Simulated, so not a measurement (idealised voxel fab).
The following process module bears the name voxel released beams.
For reference, the cross-section in this document is cut, with width 180 nm and square cells of 5 nm.
Notation: cross-section as square-cell grid; stated in bands, top first, going down; one or more cell rows per band. Top, bottom (nm), then materials left to right with widths (nm); lone material tagged "all across" fills the whole band edge to edge; "air" = empty space. Note: height 0 marks the level under which the wafer is uniformly one material as received. Lowest band unbounded below, written "from 0 down". Read "30..40" as a graded width: first number on top, second number at the bottom, same change between each pair of neighbouring rows. For the purposes of this document, the phrase "nothing got changed" attached to a step denotes that no cell within the cross-section was modified by that step. Empty spaces without an open route to the top, at least 8 cells in extent, make up the entry "Closed void list"; each is given as width x height at distance, where the distance is measured from the left edge, and all are in nm. Read whatever lies past the settings on a step's line as the simulator's own remark about the step. overlay nm: right-of-plan distance of the mask on a masked step; negative values mean left-of-plan.
[This section lists the process steps that were planned]
1) RECEIVE (material Si)
2) CONFORMAL_DEP (material SiN; thk nm 10)
3) DIRECTIONAL_DEP (material SiO2; thk nm 20)
4) PATTERN (tone open; mask id ANCHOR; material resist; width nm 35; thk nm 15; overlay nm 0)
5) DIRECTIONAL_ETCH (etch materials SiO2; depth nm 20)
6) STRIP (etch materials resist)
7) CONFORMAL_DEP (material TiN; thk nm 15)
8) DIRECTIONAL_DEP (material aC; thk nm 15)
9) PATTERN (tone cover; mask id BEAM; material resist; width nm 100; thk nm 30; overlay nm 0)
10) DIRECTIONAL_ETCH (etch materials aC; depth nm 15)
11) STRIP (etch materials resist)
12) DIRECTIONAL_ETCH (etch materials TiN; depth nm 15)
13) STRIP (etch materials aC)
14) STRIP (etch materials SiO2)
[What follows covers the first of two wafers; it ran as planned]
[Cross-section of the wafer at receipt, which is the condition after step 1]
* from 0 down = Si all across
* Closed void list: none
[Presented here is a cross-section of the wafer after step 2 has been performed]
* from 10 to 0 = SiN all across
* Whatever lies below 0 is exactly as it was before.
[Presented here is a cross-section of the wafer after step 3 has been performed]
* from 30 to 10 = SiO2 all across
* Whatever lies below 10 is exactly as it was before.
[Presented here is a cross-section of the wafer after step 4 has been performed]
* from 45 to 30 = 40 nm resist | 35 nm air | 105 nm resist
* Whatever lies below 30 is exactly as it was before.
[Presented here is a cross-section of the wafer after step 5 has been performed]
* from 45 to 30 = 40 nm resist | 35 nm air | 105 nm resist
* from 30 to 10 = 40 nm SiO2 | 35 nm air | 105 nm SiO2
* Whatever lies below 10 is exactly as it was before.
[Presented here is a cross-section of the wafer after step 6 has been performed]
* from 30 to 10 = 40 nm SiO2 | 35 nm air | 105 nm SiO2
* Whatever lies below 10 is exactly as it was before.
[Presented here is a cross-section of the wafer after step 7 has been performed]
* from 45 to 30 = 55 nm TiN | 5 nm air | 120 nm TiN
* from 30 to 25 = 40 nm SiO2 | 15 nm TiN | 5 nm air | 15 nm TiN | 105 nm SiO2
* from 25 to 10 = 40 nm SiO2 | 35 nm TiN | 105 nm SiO2
* Whatever lies below 10 is exactly as it was before.
[Presented here is a cross-section of the wafer after step 8 has been performed]
* from 60 to 45 = 55 nm aC | 5 nm air | 120 nm aC
* from 45 to 40 = 55 nm TiN | 5 nm air | 120 nm TiN
* from 40 to 30 = 55 nm TiN | 5 nm aC | 120 nm TiN
* from 30 to 25 = 40 nm SiO2 | 15 nm TiN | 5 nm aC | 15 nm TiN | 105 nm SiO2
* Whatever lies below 25 is exactly as it was before.
[Presented here is a cross-section of the wafer after step 9 has been performed]
* from 90 to 60 = 35 nm air | 100 nm resist | 45 nm air
* from 60 to 45 = 55 nm aC | 5 nm resist | 120 nm aC
* from 45 to 40 = 55 nm TiN | 5 nm resist | 120 nm TiN
* Whatever lies below 40 is exactly as it was before.
[Presented here is a cross-section of the wafer after step 10 has been performed]
* from 75 to 60 = 35 nm air | 100 nm resist | 45 nm air
* from 60 to 45 = 35 nm air | 20 nm aC | 5 nm resist | 75 nm aC | 45 nm air
* Whatever lies below 45 is exactly as it was before.
[Presented here is a cross-section of the wafer after step 11 has been performed]
* from 60 to 45 = 35 nm air | 20 nm aC | 5 nm air | 75 nm aC | 45 nm air
* from 45 to 40 = 55 nm TiN | 5 nm air | 120 nm TiN
* Whatever lies below 40 is exactly as it was before.
[Presented here is a cross-section of the wafer after step 12 has been performed]
* from 60 to 45 = 35 nm air | 20 nm aC | 5 nm air | 75 nm aC | 45 nm air
* from 45 to 40 = 35 nm air | 20 nm TiN | 5 nm air | 75 nm TiN | 45 nm air
* from 40 to 30 = 35 nm air | 20 nm TiN | 5 nm aC | 75 nm TiN | 45 nm air
* Whatever lies below 30 is exactly as it was before.
[Presented here is a cross-section of the wafer after step 13 has been performed]
* from 45 to 30 = 35 nm air | 20 nm TiN | 5 nm air | 75 nm TiN | 45 nm air
* from 30 to 25 = 40 nm SiO2 | 15 nm TiN | 5 nm air | 15 nm TiN | 105 nm SiO2
* Whatever lies below 25 is exactly as it was before.
[Presented here is a cross-section of the wafer after step 14 has been performed]
* from 45 to 30 = 35 nm air | 20 nm TiN | 5 nm air | 75 nm TiN | 45 nm air
* from 30 to 25 = 40 nm air | 15 nm TiN | 5 nm air | 15 nm TiN | 105 nm air
* from 25 to 10 = 40 nm air | 35 nm TiN | 105 nm air
* Whatever lies below 10 is exactly as it was before.
[Second wafer: same start and same plan as the first, one execution error; identical to the first through step 6]
[Cross-section of the second wafer when, according to plan, step 7 should have finished]
* from 50 to 30 = TiN all across
* from 30 to 10 = 40 nm SiO2 | 35 nm TiN | 105 nm SiO2
* Whatever lies below 10 is exactly as it was before.
[Cross-section of the second wafer when, according to plan, step 8 should have finished]
* from 65 to 50 = aC all across
* Whatever lies below 50 is exactly as it was before.
[Cross-section of the second wafer when, according to plan, step 9 should have finished]
* from 95 to 65 = 35 nm air | 100 nm resist | 45 nm air
* Whatever lies below 65 is exactly as it was before.
[Cross-section of the second wafer when, according to plan, step 10 should have finished]
* from 80 to 65 = 35 nm air | 100 nm resist | 45 nm air
* from 65 to 50 = 35 nm air | 100 nm aC | 45 nm air
* Whatever lies below 50 is exactly as it was before.
[Cross-section of the second wafer when, according to plan, step 11 should have finished]
* from 65 to 50 = 35 nm air | 100 nm aC | 45 nm air
* Whatever lies below 50 is exactly as it was before.
[Cross-section of the second wafer when, according to plan, step 12 should have finished]
* from 65 to 50 = 35 nm air | 100 nm aC | 45 nm air
* from 50 to 35 = 35 nm air | 100 nm TiN | 45 nm air
* Whatever lies below 35 is exactly as it was before.
[Cross-section of the second wafer when, according to plan, step 13 should have finished]
* from 50 to 35 = 35 nm air | 100 nm TiN | 45 nm air
* Whatever lies below 35 is exactly as it was before.
Cross-section of the second wafer when, according to plan, step 14 should have finished: nothing got changed
What broke from the plan during processing? step 7 went in with a setting other than planned; the actual run was CONFORMAL_DEP (material TiN; thk nm 20)
Wafer comparison, final, in cells, second relative to first, materials more or fewer: 116 more of SiO2, 40 more of TiN
